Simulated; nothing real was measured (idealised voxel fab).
The document below concerns the process module designated voxel self aligned contacts.
FYI the section here is cut, 255 nm wide, cells are 5 nm squares.
Think of the cross-section as a grid of square cells. We describe it in bands, top to bottom, and each band covers one or more rows of those cells. Read a band's entry like this: the first values are the height of its top and the height of its bottom in nm, and what follows is the sequence of materials from left to right, each with its width in nm. Note that "blank" is empty space, and that a single material marked "edge to edge" reaches across the band from edge to edge. It should be noted that heights are counted from 0, beneath which the wafer as supplied is of one material throughout, and that the lowest band possesses no lower boundary but continues downward, as written in "0..down". When a width is written as two numbers, as in "30->40", the first number is the width in the top row of cells of the band and the second is the width in its bottom row, and the width changes by the same amount from each row to the next. Reading "stayed the same" for a step: not a cell of the cross-section changed in it. Look at "Closed internal voids" for the closed voids: empty spaces with no open path to the top, sized 8 cells or up. Each is width x height at distance, distance from the left edge, all nm. That trailing text on a step's line, after the settings, is the simulator's own remark on the step. If you see "overlay nm" on a step's line and that step has a mask, it's telling you how far right of where it was planned the mask ended up; a negative number means it went left instead.
Planned step list for the process
1 RECEIVE [material Si]
2 CONFORMAL_DEP [material SiO2] [thk nm 5]
3 DIRECTIONAL_DEP [material polySi] [thk nm 30]
4 DIRECTIONAL_DEP [material SiN] [thk nm 20]
5 MASKED_ETCH [tone cover] [mask id GATE] [width nm 35] [pitch nm 80] [etch materials SiN] [depth nm 20] [overlay nm 0]
6 MASKED_ETCH [tone cover] [mask id GATE] [width nm 35] [pitch nm 80] [etch materials polySi] [depth nm 30] [overlay nm 0]
7 CONFORMAL_DEP [material SiN] [thk nm 10]
8 DIRECTIONAL_ETCH [etch materials SiN] [depth nm 10]
9 FILL_DEP [material SiO2] [thk nm 15]
10 CMP [height nm 65]
11 PATTERN [tone open] [mask id CONTACT] [material resist] [width nm 65] [thk nm 20] [overlay nm 0]
12 DIRECTIONAL_ETCH [etch materials SiO2] [depth nm 65]
13 STRIP [etch materials resist]
14 CONFORMAL_DEP [material TiN] [thk nm 5]
15 FILL_DEP [material Ru] [thk nm 5]
16 CMP [height nm 65]
17 CONFORMAL_DEP [material SiCN] [thk nm 5]
So this is the incoming wafer in cross-section - it's already been through step 1
    0..down: Si edge to edge
    Closed internal voids: none
Figure: cross-sectional view of the wafer upon completion of the module, processed from the initial state and according to the plan depicted above, with one error introduced during execution
    70..65: SiCN edge to edge
    65..55: SiO2 (95)  TiN (5->25)  Ru (55->15)  TiN (5->25)  SiO2 (95)
    55..35: SiO2 (60)  SiN (55)  TiN (5)  Ru (15)  TiN (5)  SiN (55)  SiO2 (60)
    35..20: SiO2 (60)  SiN (10)  polySi (35)  SiN (10)  TiN (5)  Ru (15)  TiN (5)  SiN (10)  polySi (35)  SiN (10)  SiO2 (60)
    20..15: SiO2 (60)  SiN (10)  polySi (35)  SiN (10)  TiN (25)  SiN (10)  polySi (35)  SiN (10)  SiO2 (60)
    15..5: SiN (70)  polySi (35)  SiN (45)  polySi (35)  SiN (70)
    5..0: SiO2 edge to edge
    0..down: Si edge to edge
    Closed internal voids: none
What was the processing mistake? a sequencing error occurred in which plan steps 7 and 8 were transposed
